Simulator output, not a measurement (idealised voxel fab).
process module | voxel wiring stack
cross-section cut | 185 nm wide | cells 5 nm
A cross-section is a grid of square cells, given in bands from the top down. A band is one or more rows of cells.
Each band's line starts with the height of the band's top and of its bottom, in nm. Then come its materials from left to right, each with its width in nm. One material with "throughout" fills the band from edge to edge. "air" is empty space.
Height 0 is the level under which the wafer as received is all one material. The lowest band goes on downwards, as in "0 down".
A width such as "30 to 40" changes by the same amount from each row of cells to the next, from the band's top row to its bottom row.
"no change" after a step means that no cell of the cross-section changed.
closed voids: empty space of 8 cells or more with no open way to the top, each as width x height at its distance from the left edge, in nm
after a step's settings: what the simulator itself notes on the step
overlay nm, on a step with a mask: how far to the right of its planned place the mask lay; to the left if negative
plan
1 op RECEIVE | material Si
2 op CONFORMAL_DEP | material SiO2 | thk nm 15
3 op DIRECTIONAL_DEP | material TiN | thk nm 5
4 op DIRECTIONAL_DEP | material W | thk nm 15
5 op PATTERN | tone cover | mask id METAL_1 | material resist | width nm 20 | pitch nm 45 | thk nm 20 | overlay nm 0
6 op DIRECTIONAL_ETCH | etch materials W | depth nm 15
7 op DIRECTIONAL_ETCH | etch materials TiN | depth nm 5
8 op STRIP | etch materials resist
9 op CONFORMAL_DEP | material SiN | thk nm 5
10 op FILL_DEP | material lowk | thk nm 5
11 op CMP | height nm 35
12 op CONFORMAL_DEP | material SiCN | thk nm 5
13 op DIRECTIONAL_DEP | material SiO2 | thk nm 35
14 op MASKED_ETCH | tone open | mask id METAL_2 | width nm 20 | pitch nm 45 | etch materials SiO2 | depth nm 20 | overlay nm 0
15 op DIRECTIONAL_DEP | material aC | thk nm 15
16 op PATTERN | tone open | mask id METAL_2_HOLES | material resist | width nm 15 | pitch nm 45 | thk nm 35 | overlay nm 0
17 op DIRECTIONAL_ETCH | etch materials aC | depth nm 15
18 op STRIP | etch materials resist
19 op DIRECTIONAL_ETCH | etch materials SiO2 | depth nm 15
20 op DIRECTIONAL_ETCH | etch materials SiCN | depth nm 5
21 op STRIP | etch materials aC
22 op CONFORMAL_DEP | material TiN | thk nm 5
23 op FILL_DEP | material Cu | thk nm 5
24 op CMP | height nm 75
25 op CONFORMAL_DEP | material SiCN | thk nm 5
26 op DIRECTIONAL_DEP | material lowk | thk nm 10
27 op PATTERN | tone open | mask id PLUG_2 | material resist | width nm 15 | thk nm 20 | overlay nm 0
28 op DIRECTIONAL_ETCH | etch materials lowk | depth nm 10
29 op DIRECTIONAL_ETCH | etch materials SiCN | depth nm 5
30 op STRIP | etch materials resist
31 op CONFORMAL_DEP | material TiN | thk nm 5
32 op FILL_DEP | material W | thk nm 5
33 op CMP | height nm 90
34 op CONFORMAL_DEP | material SiCN | thk nm 5
35 op DIRECTIONAL_DEP | material SiO2 | thk nm 25
36 op PATTERN | tone open | mask id METAL_3 | material resist | width nm 20 | pitch nm 45 | thk nm 20 | overlay nm 0
37 op DIRECTIONAL_ETCH | etch materials SiO2 | depth nm 25
38 op DIRECTIONAL_ETCH | etch materials SiCN | depth nm 5
39 op STRIP | etch materials resist
40 op CONFORMAL_DEP | material TiN | thk nm 5
41 op FILL_DEP | material Cu | thk nm 10
42 op CMP | height nm 120
43 op CONFORMAL_DEP | material SiCN | thk nm 5
44 op DIRECTIONAL_DEP | material lowk | thk nm 10
45 op PATTERN | tone open | mask id PLUG_3 | material resist | width nm 15 | pitch nm 45 | thk nm 15 | overlay nm 0
46 op DIRECTIONAL_ETCH | etch materials lowk | depth nm 10
47 op DIRECTIONAL_ETCH | etch materials SiCN | depth nm 5
48 op STRIP | etch materials resist
49 op EPI | material Ru | thk nm 10
50 op EPI | material Ru | thk nm 5
51 op DIRECTIONAL_DEP | material TiN | thk nm 5
52 op DIRECTIONAL_DEP | material W | thk nm 25
53 op MASKED_ETCH | tone cover | mask id METAL_4 | width nm 20 | pitch nm 45 | etch materials W | depth nm 25 | overlay nm 0
54 op MASKED_ETCH | tone cover | mask id METAL_4 | width nm 20 | pitch nm 45 | etch materials TiN | depth nm 5 | overlay nm 0
55 op CONFORMAL_DEP | material SiN | thk nm 5
56 op FILL_DEP | material SiO2 | thk nm 10
57 op CMP | height nm 165
58 op CONFORMAL_DEP | material SiN | thk nm 5
as received, after step 1
  0 down: Si throughout
  closed voids: none
first wafer at the end, as planned
  170 to 165: SiN throughout
  165 to 140: SiO2 55 | SiN 5 | W 20 | SiN 5 | SiO2 15 | SiN 5 | W 20 | SiN 5 | SiO2 55
  140 to 135: SiN 60 | TiN 20 | SiN 25 | TiN 20 | SiN 60
  135 to 125: lowk 60 | Ru 15 | lowk 30 | Ru 15 | lowk 65
  125 to 120: SiCN 60 | Ru 15 | SiCN 30 | Ru 15 | SiCN 65
  120 to 95: SiO2 60 | TiN 5 | Cu 10 | TiN 5 | SiO2 25 | TiN 5 | Cu 10 | TiN 5 | SiO2 60
  95 to 90: SiCN 60 | TiN 20 | SiCN 25 | TiN 20 | SiCN 60
  90 to 80: lowk 60 | TiN 5 | W 5 | TiN 5 | lowk 110
  80 to 75: SiCN 60 | TiN 15 | SiCN 110
  75 to 60: SiO2 60 | TiN 5 | Cu 10 | TiN 5 | SiO2 25 | TiN 5 | Cu 10 | TiN 5 | SiO2 60
  60 to 55: SiO2 60 | TiN 5 | Cu 5 | TiN 10 | SiO2 25 | TiN 5 | Cu 5 | TiN 10 | SiO2 60
  55 to 40: SiO2 60 | TiN 5 | Cu 5 | TiN 5 | SiO2 30 | TiN 5 | Cu 5 | TiN 5 | SiO2 65
  40 to 35: SiCN 60 | TiN 15 | SiCN 30 | TiN 15 | SiCN 65
  35 to 20: lowk 55 | SiN 5 | W 20 | SiN 5 | lowk 15 | SiN 5 | W 20 | SiN 5 | lowk 55
  20 to 15: SiN 60 | TiN 20 | SiN 25 | TiN 20 | SiN 60
  15 to 0: SiO2 throughout
  0 down: Si throughout
  closed voids: none
second wafer at the end: like start, like plan, one mistake
  170 to 165: SiN throughout
  165 to 140: SiO2 55 | SiN 5 | W 20 | SiN 5 | SiO2 15 | SiN 5 | W 20 | SiN 5 | SiO2 55
  140 to 135: SiN 60 | TiN 20 | SiN 25 | TiN 20 | SiN 60
  135 to 125: lowk 60 | Ru 15 | lowk 30 | Ru 15 | lowk 65
  125 to 120: SiCN 60 | Ru 15 | SiCN 30 | Ru 15 | SiCN 65
  120 to 95: SiO2 60 | TiN 5 | Cu 10 | TiN 5 | SiO2 25 | TiN 5 | Cu 10 | TiN 5 | SiO2 60
  95 to 90: SiCN 60 | TiN 20 | SiCN 25 | TiN 20 | SiCN 60
  90 to 80: lowk 60 | TiN 5 | W 5 | TiN 5 | lowk 110
  80 to 75: SiCN 60 | TiN 15 | SiCN 110
  75 to 65: Cu 70 | TiN 5 | SiO2 5 | TiN 5 | Cu 30 | TiN 5 | SiO2 5 | TiN 5 | Cu 55
  65 to 60: Cu 55 | TiN 20 | SiO2 5 | TiN 5 | Cu 15 | TiN 20 | SiO2 5 | TiN 5 | Cu 55
  60 to 55: TiN 60 | SiO2 20 | TiN 25 | SiO2 20 | TiN 60
  55 to 40: SiO2 throughout
  40 to 35: SiCN throughout
  35 to 20: lowk 55 | SiN 5 | W 20 | SiN 5 | lowk 15 | SiN 5 | W 20 | SiN 5 | lowk 55
  20 to 15: SiN 60 | TiN 20 | SiN 25 | TiN 20 | SiN 60
  15 to 0: SiO2 throughout
  0 down: Si throughout
  closed voids: none
what went wrong: step 14 ran as: op MASKED_ETCH | tone cover | mask id METAL_2 | width nm 20 | pitch nm 45 | etch materials SiO2 | depth nm 20 | overlay nm 0
at the end the second wafer has, in cells: 67 more of Cu | 6 more of SiCN | 84 fewer of SiO2 | 11 more of TiN
